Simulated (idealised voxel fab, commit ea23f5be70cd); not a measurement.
Process module in this document: voxel self aligned vias
Cross-sectional view cut (width: 275 nm; square cell size: 5 nm).
Square cells in a grid make up a cross-section in this document, and the grid is given as bands, listed from the top down, each one or more rows of cells.
First you get the band's top height and its bottom height, in nm, and then the materials it's made of, left to right, with each width in nm. If you see a single material with "edge to edge", that one covers the band edge to edge. "blank" is empty space.
Beneath 0, the wafer as received is one material, and that level is where height counting begins. The lowest band goes on downward without a bottom; it is written like "top 0, no bottom".
It should be noted that a width expressed as "30->40" varies in equal increments from row to row of cells within the band, taking the value of the first number at the top row and that of the second number at the bottom row.
"nothing different" -> step changed no cross-section cell.
"Closed void entries": empty spaces of 8 cells or more with no open way to the top, each given as width x height at distance, distance from the left edge, all in nm.
Text after the settings on a step's line: the simulator's own remark on that step.
For masked steps, "overlay nm" on the step line gives how far right of plan the mask actually lay; a minus sign means it lay to the left.

**Here's what the planned process steps look like**
- 1: RECEIVE [material Si]
- 2: CONFORMAL_DEP [material SiO2] [thk nm 15]
- 3: CONFORMAL_DEP [material SiCN] [thk nm 5]
- 4: DIRECTIONAL_DEP [material lowk] [thk nm 20]
- 5: PATTERN [tone open] [mask id LINES] [material resist] [width nm 25] [pitch nm 60] [thk nm 15] [overlay nm 0]
- 6: DIRECTIONAL_ETCH [etch materials lowk] [depth nm 20]
- 7: STRIP [etch materials resist]
- 8: CONFORMAL_DEP [material TiN] [thk nm 5]
- 9: FILL_DEP [material Ru] [thk nm 5]
- 10: CMP [height nm 40]
- 11: SELECTIVE_ETCH [etch materials W Ru TiN] [depth nm 10]
- 12: FILL_DEP [material SiN] [thk nm 5]
- 13: CMP [height nm 40]
- 14: DIRECTIONAL_DEP [material lowk] [thk nm 15]
- 15: PATTERN [tone open] [mask id VIAS] [material resist] [width nm 35] [pitch nm 60] [thk nm 15] [overlay nm 0]
- 16: DIRECTIONAL_ETCH [etch materials lowk] [depth nm 15]
- 17: DIRECTIONAL_ETCH [etch materials SiN] [depth nm 10]
- 18: STRIP [etch materials resist]
- 19: CONFORMAL_DEP [material TiN] [thk nm 5]
- 20: FILL_DEP [material Cu] [thk nm 10]
- 21: CMP [height nm 55]
- 22: CONFORMAL_DEP [material SiCN] [thk nm 5]

**Incoming wafer, cross-sectional view, post step 1**
> top 0, no bottom = Si edge to edge
> Closed void entries: none

**Wafer cross-section at module end: first of two, run to plan**
> top 60, bottom 55 = SiCN edge to edge
> top 55, bottom 45 = lowk: 90; TiN: 5; Cu: 25; TiN: 5; lowk: 25; TiN: 5; Cu: 25; TiN: 5; lowk: 90
> top 45, bottom 35 = lowk: 90->95; TiN: 10->5; Cu: 15; TiN: 10->5; lowk: 25->35; TiN: 10->5; Cu: 15; TiN: 10->5; lowk: 90->95
> top 35, bottom 30 = lowk: 95; TiN: 25; lowk: 35; TiN: 25; lowk: 95
> top 30, bottom 25 = lowk: 95; TiN: 5; Ru: 15; TiN: 5; lowk: 35; TiN: 5; Ru: 15; TiN: 5; lowk: 95
> top 25, bottom 20 = lowk: 95; TiN: 25; lowk: 35; TiN: 25; lowk: 95
> top 20, bottom 15 = SiCN edge to edge
> top 15, bottom 0 = SiO2 edge to edge
> top 0, no bottom = Si edge to edge
> Closed void entries: none

**Here is the second of the two wafers cut open at the end of the module - same start, same plan as the first one, but we made one mistake running it**
> top 60, bottom 55 = TiN edge to edge
> top 55, bottom 45 = lowk: 90; TiN: 5; Cu: 25; TiN: 5; lowk: 25; TiN: 5; Cu: 25; TiN: 5; lowk: 90
> top 45, bottom 35 = lowk: 90->95; TiN: 10->5; Cu: 15; TiN: 10->5; lowk: 25->35; TiN: 10->5; Cu: 15; TiN: 10->5; lowk: 90->95
> top 35, bottom 30 = lowk: 95; TiN: 25; lowk: 35; TiN: 25; lowk: 95
> top 30, bottom 25 = lowk: 95; TiN: 5; Ru: 15; TiN: 5; lowk: 35; TiN: 5; Ru: 15; TiN: 5; lowk: 95
> top 25, bottom 20 = lowk: 95; TiN: 25; lowk: 35; TiN: 25; lowk: 95
> top 20, bottom 15 = SiCN edge to edge
> top 15, bottom 0 = SiO2 edge to edge
> top 0, no bottom = Si edge to edge
> Closed void entries: none
Want to know what went wrong? so step 22 ended up running with a different setting than we planned, it ran as CONFORMAL_DEP [material TiN] [thk nm 5]
Final comparison by cell count, materials where the second wafer has more or fewer than the first: SiCN: 55 fewer, TiN: 55 more
